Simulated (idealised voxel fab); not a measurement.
Documented hereafter: the process module known as voxel wiring stack.
The figure presents cross-section cut, which has a width of 235 nm and is divided into square cells with an edge length of 5 nm.
Cross-section = grid of square cells, listed top down in bands; band = one or more rows. For a band, the entry starts with two heights in nm, that of the top and then that of the bottom, and carries on with the band's materials in order from left to right, each alongside its width in nm; the word "throughout" beside a single material means it fills the band edge to edge, and "empty" means empty space. Heights are measured from 0, the level below which the as-received wafer is all one material; the lowest band has no bottom and continues downward, written as in "0 down". So if you see something like "30 to 40" for the width, read it as the top row of the band sitting at the first number and the bottom row at the second, with every row in between moving by the same amount as the last. Any step labelled "no change" changed none of the cells in the cross-section. Basically, "Voids lacking openings" tells you about the enclosed voids: empty spaces with no open way to the top, 8 cells or bigger, each written width x height at distance, where distance is from the left edge, all in nm. That trailing text on a step's line, after the settings, is the simulator's own remark on the step. overlay nm: on a step with a mask, how far right of its planned place the mask lay; negative means left.

-- The planned process steps are enumerated hereunder
- 1: RECEIVE,material Si
- 2: CONFORMAL_DEP,material SiO2,thk nm 15
- 3: DIRECTIONAL_DEP,material TiN,thk nm 5
- 4: DIRECTIONAL_DEP,material W,thk nm 15
- 5: PATTERN,tone cover,mask id METAL_1,material resist,width nm 25,pitch nm 55,thk nm 20,overlay nm 0
- 6: DIRECTIONAL_ETCH,etch materials W,depth nm 15
- 7: DIRECTIONAL_ETCH,etch materials TiN,depth nm 5
- 8: STRIP,etch materials resist
- 9: CONFORMAL_DEP,material SiN,thk nm 5
- 10: FILL_DEP,material lowk,thk nm 10
- 11: CMP,height nm 35
- 12: CONFORMAL_DEP,material SiCN,thk nm 5
- 13: DIRECTIONAL_DEP,material SiO2,thk nm 20
- 14: DIRECTIONAL_DEP,material aC,thk nm 10
- 15: PATTERN,tone open,mask id PLUG_1,material resist,width nm 15,pitch nm 110,thk nm 30,overlay nm 0
- 16: DIRECTIONAL_ETCH,etch materials aC,depth nm 10
- 17: STRIP,etch materials resist
- 18: DIRECTIONAL_ETCH,etch materials SiO2,depth nm 20
- 19: DIRECTIONAL_ETCH,etch materials SiCN,depth nm 5
- 20: STRIP,etch materials aC
- 21: CONFORMAL_DEP,material TiN,thk nm 5
- 22: FILL_DEP,material Ru,thk nm 5
- 23: CMP,height nm 60
- 24: DIRECTIONAL_DEP,material TiN,thk nm 5
- 25: DIRECTIONAL_DEP,material Ru,thk nm 25
- 26: PATTERN,tone cover,mask id METAL_2,material resist,width nm 25,pitch nm 55,thk nm 20,overlay nm 0
- 27: DIRECTIONAL_ETCH,etch materials Ru,depth nm 25
- 28: DIRECTIONAL_ETCH,etch materials TiN,depth nm 5
- 29: STRIP,etch materials resist
- 30: FILL_DEP,material SiO2,thk nm 5
- 31: CMP,height nm 90
- 32: CONFORMAL_DEP,material SiCN,thk nm 5
- 33: DIRECTIONAL_DEP,material lowk,thk nm 25
- 34: MASKED_ETCH,tone open,mask id METAL_3_HOLES,width nm 15,pitch nm 110,etch materials lowk,depth nm 25,overlay nm 0
- 35: PATTERN,tone open,mask id METAL_3,material resist,width nm 25,pitch nm 55,thk nm 20,overlay nm 0
- 36: DIRECTIONAL_ETCH,etch materials lowk,depth nm 15
- 37: DIRECTIONAL_ETCH,etch materials SiCN,depth nm 5
- 38: STRIP,etch materials resist
- 39: CONFORMAL_DEP,material TiN,thk nm 5
- 40: FILL_DEP,material Cu,thk nm 10
- 41: CMP,height nm 120
- 42: CONFORMAL_DEP,material SiCN,thk nm 5
- 43: DIRECTIONAL_DEP,material SiO2,thk nm 15
- 44: PATTERN,tone open,mask id PLUG_3,material resist,width nm 15,pitch nm 55,thk nm 20,overlay nm 0
- 45: DIRECTIONAL_ETCH,etch materials SiO2,depth nm 15
- 46: DIRECTIONAL_ETCH,etch materials SiCN,depth nm 5
- 47: STRIP,etch materials resist
- 48: EPI,material Ru,thk nm 10
- 49: EPI,material Ru,thk nm 10
- 50: CONFORMAL_DEP,material SiCN,thk nm 5
- 51: DIRECTIONAL_DEP,material lowk,thk nm 15
- 52: MASKED_ETCH,tone open,mask id METAL_4,width nm 25,pitch nm 55,etch materials lowk,depth nm 15,overlay nm 0
- 53: MASKED_ETCH,tone open,mask id METAL_4,width nm 25,pitch nm 55,etch materials SiCN,depth nm 5,overlay nm 0
- 54: CONFORMAL_DEP,material TiN,thk nm 5
- 55: FILL_DEP,material Cu,thk nm 10
- 56: CMP,height nm 160
- 57: EPI,material Ru,thk nm 5
- 58: FILL_DEP,material SiCN,thk nm 5

-- Incoming wafer, cross-sectional view, post step 1
- 0 down | Si throughout
- Voids lacking openings: none

-- Cross-section taken at module completion on the first of two wafers; processed per the plan
- 170 to 165 | SiCN throughout
- 165 to 160 | SiCN: 15, Ru: 35, SiCN: 20, Ru: 35, SiCN: 20, Ru: 35, SiCN: 20, Ru: 35, SiCN: 20
- 160 to 145 | lowk: 20, TiN: 5, Cu: 15, TiN: 5, lowk: 30, TiN: 5, Cu: 15, TiN: 5, lowk: 30, TiN: 5, Cu: 15, TiN: 5, lowk: 30, TiN: 5, Cu: 15, TiN: 5, lowk: 25
- 145 to 140 | SiCN: 20, TiN: 25, SiCN: 30, TiN: 25, SiCN: 30, TiN: 25, SiCN: 30, TiN: 25, SiCN: 25
- 140 to 125 | SiO2: 20, Ru: 15, SiO2: 40, Ru: 15, SiO2: 40, Ru: 15, SiO2: 40, Ru: 15, SiO2: 35
- 125 to 120 | SiCN: 20, Ru: 15, SiCN: 40, Ru: 15, SiCN: 40, Ru: 15, SiCN: 40, Ru: 15, SiCN: 35
- 120 to 110 | lowk: 20, TiN: 5, Cu: 15, TiN: 5, lowk: 30, TiN: 5, Cu: 15, TiN: 5, lowk: 30, TiN: 5, Cu: 15, TiN: 5, lowk: 30, TiN: 5, Cu: 15, TiN: 5, lowk: 25
- 110 to 105 | lowk: 20, TiN: 5, Cu: 5, TiN: 15, lowk: 30, TiN: 25, lowk: 30, TiN: 5, Cu: 5, TiN: 15, lowk: 30, TiN: 25, lowk: 25
- 105 to 95 | lowk: 20, TiN: 5, Cu: 5, TiN: 5, lowk: 95, TiN: 5, Cu: 5, TiN: 5, lowk: 90
- 95 to 90 | SiCN: 20, TiN: 15, SiCN: 95, TiN: 15, SiCN: 90
- 90 to 65 | SiO2: 20, Ru: 25, SiO2: 30, Ru: 25, SiO2: 30, Ru: 25, SiO2: 30, Ru: 25, SiO2: 25
- 65 to 60 | SiO2: 20, TiN: 25, SiO2: 30, TiN: 25, SiO2: 30, TiN: 25, SiO2: 30, TiN: 25, SiO2: 25
- 60 to 40 | SiO2: 20, TiN: 5, Ru: 5, TiN: 5, SiO2: 95, TiN: 5, Ru: 5, TiN: 5, SiO2: 90
- 40 to 35 | SiCN: 20, TiN: 15, SiCN: 95, TiN: 15, SiCN: 90
- 35 to 20 | lowk: 15, SiN: 5, W: 25, SiN: 5, lowk: 20, SiN: 5, W: 25, SiN: 5, lowk: 20, SiN: 5, W: 25, SiN: 5, lowk: 20, SiN: 5, W: 25, SiN: 5, lowk: 20
- 20 to 15 | SiN: 20, TiN: 25, SiN: 30, TiN: 25, SiN: 30, TiN: 25, SiN: 30, TiN: 25, SiN: 25
- 15 to 0 | SiO2 throughout
- 0 down | Si throughout
- Voids lacking openings: none

-- Wafer two cross-section, module end. Start and plan unchanged from wafer one; one mistake made during the run
- 170 to 165 | SiCN throughout
- 165 to 160 | SiCN: 15, Ru: 35, SiCN: 20, Ru: 35, SiCN: 20, Ru: 35, SiCN: 20, Ru: 35, SiCN: 20
- 160 to 145 | lowk: 20, TiN: 5, Cu: 15, TiN: 5, lowk: 30, TiN: 5, Cu: 15, TiN: 5, lowk: 30, TiN: 5, Cu: 15, TiN: 5, lowk: 30, TiN: 5, Cu: 15, TiN: 5, lowk: 25
- 145 to 140 | SiCN: 20, TiN: 25, SiCN: 30, TiN: 25, SiCN: 30, TiN: 25, SiCN: 30, TiN: 25, SiCN: 25
- 140 to 125 | SiO2: 20, Ru: 15, SiO2: 40, Ru: 15, SiO2: 40, Ru: 15, SiO2: 40, Ru: 15, SiO2: 35
- 125 to 120 | SiCN: 20, Ru: 15, SiCN: 40, Ru: 15, SiCN: 40, Ru: 15, SiCN: 40, Ru: 15, SiCN: 35
- 120 to 110 | lowk: 20, TiN: 5, Cu: 15, TiN: 5, lowk: 30, TiN: 5, Cu: 15, TiN: 5, lowk: 30, TiN: 5, Cu: 15, TiN: 5, lowk: 30, TiN: 5, Cu: 15, TiN: 5, lowk: 25
- 110 to 105 | lowk: 20, TiN: 5, Cu: 5, TiN: 15, lowk: 30, TiN: 25, lowk: 30, TiN: 5, Cu: 5, TiN: 15, lowk: 30, TiN: 25, lowk: 25
- 105 to 95 | lowk: 20, TiN: 5, Cu: 5, TiN: 5, lowk: 95, TiN: 5, Cu: 5, TiN: 5, lowk: 90
- 95 to 90 | SiCN: 20, TiN: 15, SiCN: 95, TiN: 15, SiCN: 90
- 90 to 65 | SiO2: 20, Ru: 25, SiO2: 30, Ru: 25, SiO2: 30, Ru: 25, SiO2: 30, Ru: 25, SiO2: 25
- 65 to 60 | SiO2: 20, TiN: 25, SiO2: 30, TiN: 25, SiO2: 30, TiN: 25, SiO2: 30, TiN: 25, SiO2: 25
- 60 to 40 | Ru: 15, TiN: 5, SiO2: 15, TiN: 5, Ru: 85, TiN: 5, SiO2: 15, TiN: 5, Ru: 85
- 40 to 35 | TiN: 20, SiCN: 15, TiN: 95, SiCN: 15, TiN: 90
- 35 to 20 | lowk: 15, SiN: 5, W: 25, SiN: 5, lowk: 20, SiN: 5, W: 25, SiN: 5, lowk: 20, SiN: 5, W: 25, SiN: 5, lowk: 20, SiN: 5, W: 25, SiN: 5, lowk: 20
- 20 to 15 | SiN: 20, TiN: 25, SiN: 30, TiN: 25, SiN: 30, TiN: 25, SiN: 30, TiN: 25, SiN: 25
- 15 to 0 | SiO2 throughout
- 0 down | Si throughout
- Voids lacking openings: none
So what did we get wrong on this run? step 15 ran as: PATTERN,tone cover,mask id PLUG_1,material resist,width nm 15,pitch nm 110,thk nm 30,overlay nm 0
Count the cells at the end and the second wafer has more or fewer of some materials than the first: 140 more of Ru | 35 fewer of SiCN | 140 fewer of SiO2 | 35 more of TiN
